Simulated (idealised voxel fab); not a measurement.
process module | voxel capacitor over wiring
cross-section cut | 190 nm wide | cells 5 nm
A cross-section is a grid of square cells, given in bands from the top down. A band is one or more rows of cells.
Each band's line starts with the height of the band's top and of its bottom, in nm. Then come its materials from left to right, each with its width in nm. One material with "throughout" fills the band from edge to edge. "air" is empty space.
Height 0 is the level under which the wafer as received is all one material. The lowest band goes on downwards, as in "0 down".
A width such as "30 to 40" changes by the same amount from each row of cells to the next, from the band's top row to its bottom row.
"no change" after a step means that no cell of the cross-section changed.
closed voids: empty space of 8 cells or more with no open way to the top, each as width x height at its distance from the left edge, in nm
after a step's settings: what the simulator itself notes on the step
overlay nm, on a step with a mask: how far to the right of its planned place the mask lay; to the left if negative
plan
1 op RECEIVE | material Si
2 op CONFORMAL_DEP | material SiO2 | thk nm 15
3 op DIRECTIONAL_DEP | material TiN | thk nm 5
4 op DIRECTIONAL_DEP | material Ru | thk nm 20
5 op DIRECTIONAL_DEP | material aC | thk nm 10
6 op PATTERN | tone cover | mask id METAL_1 | material resist | width nm 20 | pitch nm 70 | thk nm 25 | overlay nm 0
7 op DIRECTIONAL_ETCH | etch materials aC | depth nm 10
8 op STRIP | etch materials resist
9 op DIRECTIONAL_ETCH | etch materials Ru | depth nm 20
10 op DIRECTIONAL_ETCH | etch materials TiN | depth nm 5
11 op STRIP | etch materials aC
12 op CONFORMAL_DEP | material SiN | thk nm 5
13 op FILL_DEP | material SiO2 | thk nm 10
14 op CMP | height nm 40
15 op CONFORMAL_DEP | material SiCN | thk nm 5
16 op DIRECTIONAL_DEP | material lowk | thk nm 10
17 op MASKED_ETCH | tone open | mask id PLUG_1 | width nm 15 | etch materials lowk | depth nm 10 | overlay nm 0
18 op MASKED_ETCH | tone open | mask id PLUG_1 | width nm 15 | etch materials SiCN | depth nm 5 | overlay nm 0
19 op EPI | material Ru | thk nm 10
20 op EPI | material Ru | thk nm 5
21 op DIRECTIONAL_DEP | material TiN | thk nm 5
22 op DIRECTIONAL_DEP | material HfO2 | thk nm 5
23 op DIRECTIONAL_DEP | material TiN | thk nm 5
24 op DIRECTIONAL_DEP | material aC | thk nm 10
25 op PATTERN | tone cover | mask id UPPER_PLATE | material resist | width nm 55 | thk nm 30 | overlay nm 0
26 op DIRECTIONAL_ETCH | etch materials aC | depth nm 10
27 op STRIP | etch materials resist
28 op DIRECTIONAL_ETCH | etch materials TiN | depth nm 5
29 op DIRECTIONAL_ETCH | etch materials HfO2 | depth nm 5
30 op STRIP | etch materials aC
31 op MASKED_ETCH | tone cover | mask id LOWER_PLATE | width nm 65 | etch materials TiN | depth nm 5 | overlay nm 0
32 op FILL_DEP | material SiO2 | thk nm 15
33 op CMP | height nm 80
34 op PATTERN | tone open | mask id PLUG_2 | material resist | width nm 15 | thk nm 15 | overlay nm 0
35 op DIRECTIONAL_ETCH | etch materials SiO2 | depth nm 10
36 op STRIP | etch materials resist
37 op CONFORMAL_DEP | material TiN | thk nm 5
38 op FILL_DEP | material Cu | thk nm 5
39 op CMP | height nm 80
40 op CONFORMAL_DEP | material SiN | thk nm 5
first wafer, as planned
as received, after step 1
  0 down: Si throughout
  closed voids: none
after step 2
  15 to 0: SiO2 throughout
  below 0: unchanged
after step 3
  20 to 15: TiN throughout
  below 15: unchanged
after step 4
  40 to 20: Ru throughout
  below 20: unchanged
after step 5
  50 to 40: aC throughout
  below 40: unchanged
after step 6
  75 to 50: air 50 | resist 20 | air 50 | resist 20 | air 50
  below 50: unchanged
after step 7
  65 to 50: air 50 | resist 20 | air 50 | resist 20 | air 50
  50 to 40: air 50 | aC 20 | air 50 | aC 20 | air 50
  below 40: unchanged
after step 8
  50 to 40: air 50 | aC 20 | air 50 | aC 20 | air 50
  below 40: unchanged
after step 9
  50 to 40: air 50 | aC 20 | air 50 | aC 20 | air 50
  40 to 20: air 50 | Ru 20 | air 50 | Ru 20 | air 50
  below 20: unchanged
after step 10
  50 to 40: air 50 | aC 20 | air 50 | aC 20 | air 50
  40 to 20: air 50 | Ru 20 | air 50 | Ru 20 | air 50
  20 to 15: air 50 | TiN 20 | air 50 | TiN 20 | air 50
  below 15: unchanged
after step 11
  40 to 20: air 50 | Ru 20 | air 50 | Ru 20 | air 50
  below 20: unchanged
after step 12
  45 to 40: air 45 | SiN 30 | air 40 | SiN 30 | air 45
  40 to 20: air 45 | SiN 5 | Ru 20 | SiN 5 | air 40 | SiN 5 | Ru 20 | SiN 5 | air 45
  20 to 15: SiN 50 | TiN 20 | SiN 50 | TiN 20 | SiN 50
  below 15: unchanged
after step 13
  55 to 45: SiO2 throughout
  45 to 40: SiO2 45 | SiN 30 | SiO2 40 | SiN 30 | SiO2 45
  40 to 20: SiO2 45 | SiN 5 | Ru 20 | SiN 5 | SiO2 40 | SiN 5 | Ru 20 | SiN 5 | SiO2 45
  below 20: unchanged
after step 14
  40 to 20: SiO2 45 | SiN 5 | Ru 20 | SiN 5 | SiO2 40 | SiN 5 | Ru 20 | SiN 5 | SiO2 45
  below 20: unchanged
after step 15
  45 to 40: SiCN throughout
  below 40: unchanged
after step 16
  55 to 45: lowk throughout
  below 45: unchanged
after step 17
  55 to 45: lowk 55 | air 15 | lowk 120
  below 45: unchanged
after step 18
  55 to 45: lowk 55 | air 15 | lowk 120
  45 to 40: SiCN 55 | air 15 | SiCN 120
  below 40: unchanged
after step 19
  55 to 50: lowk 55 | air 15 | lowk 120
  50 to 45: lowk 55 | Ru 15 | lowk 120
  45 to 40: SiCN 55 | Ru 15 | SiCN 120
  below 40: unchanged
after step 20
  55 to 45: lowk 55 | Ru 15 | lowk 120
  below 45: unchanged
after step 21
  60 to 55: TiN throughout
  below 55: unchanged
after step 22
  65 to 60: HfO2 throughout
  below 60: unchanged
after step 23
  70 to 65: TiN throughout
  below 65: unchanged
after step 24
  80 to 70: aC throughout
  below 70: unchanged
after step 25
  110 to 80: air 55 | resist 55 | air 80
  below 80: unchanged
after step 26
  100 to 80: air 55 | resist 55 | air 80
  80 to 70: air 55 | aC 55 | air 80
  below 70: unchanged
after step 27
  80 to 70: air 55 | aC 55 | air 80
  below 70: unchanged
after step 28
  80 to 70: air 55 | aC 55 | air 80
  70 to 65: air 55 | TiN 55 | air 80
  below 65: unchanged
after step 29
  80 to 70: air 55 | aC 55 | air 80
  70 to 65: air 55 | TiN 55 | air 80
  65 to 60: air 55 | HfO2 55 | air 80
  below 60: unchanged
after step 30
  70 to 65: air 55 | TiN 55 | air 80
  below 65: unchanged
after step 31
  70 to 65: air 55 | TiN 55 | air 80
  65 to 60: air 55 | HfO2 55 | air 80
  60 to 55: air 50 | TiN 65 | air 75
  below 55: unchanged
after step 32
  85 to 70: SiO2 throughout
  70 to 65: SiO2 55 | TiN 55 | SiO2 80
  65 to 60: SiO2 55 | HfO2 55 | SiO2 80
  60 to 55: SiO2 50 | TiN 65 | SiO2 75
  below 55: unchanged
after step 33
  80 to 70: SiO2 throughout
  below 70: unchanged
after step 34
  95 to 80: resist 65 | air 15 | resist 110
  below 80: unchanged
after step 35
  95 to 80: resist 65 | air 15 | resist 110
  80 to 70: SiO2 65 | air 15 | SiO2 110
  below 70: unchanged
after step 36
  80 to 70: SiO2 65 | air 15 | SiO2 110
  below 70: unchanged
after step 37
  85 to 80: TiN 70 | air 5 | TiN 115
  80 to 75: SiO2 65 | TiN 5 | air 5 | TiN 5 | SiO2 110
  75 to 65: SiO2 65 to 55 | TiN 15 to 55 | SiO2 110 to 80
  below 65: unchanged
after step 38
  90 to 85: Cu throughout
  85 to 80: TiN 70 | Cu 5 | TiN 115
  80 to 75: SiO2 65 | TiN 5 | Cu 5 | TiN 5 | SiO2 110
  below 75: unchanged
after step 39
  80 to 75: SiO2 65 | TiN 5 | Cu 5 | TiN 5 | SiO2 110
  below 75: unchanged
after step 40
  85 to 80: SiN throughout
  below 80: unchanged
second wafer: like start, like plan, one mistake. Through step 35 it matches the first wafer
when step 36 should have ended
  70 to 65: air 55 | TiN 55 | air 80
  65 to 60: air 55 | HfO2 55 | air 80
  60 to 55: air 50 | TiN 65 | air 75
  below 55: unchanged
when step 37 should have ended
  75 to 65: air 50 | TiN 65 | air 75
  65 to 60: air 45 | TiN 10 | HfO2 55 | TiN 10 | air 70
  60 to 55: TiN throughout
  below 55: unchanged
when step 38 should have ended
  80 to 75: Cu throughout
  75 to 65: Cu 50 | TiN 65 | Cu 75
  65 to 60: Cu 45 | TiN 10 | HfO2 55 | TiN 10 | Cu 70
  below 60: unchanged
when step 39 should have ended: no change
when step 40 should have ended
  85 to 80: SiN throughout
  below 80: unchanged
what went wrong: step 36 ran as: op STRIP | etch materials SiO2
at the end the second wafer has, in cells: 110 more of Cu | 149 fewer of SiO2 | 39 more of TiN
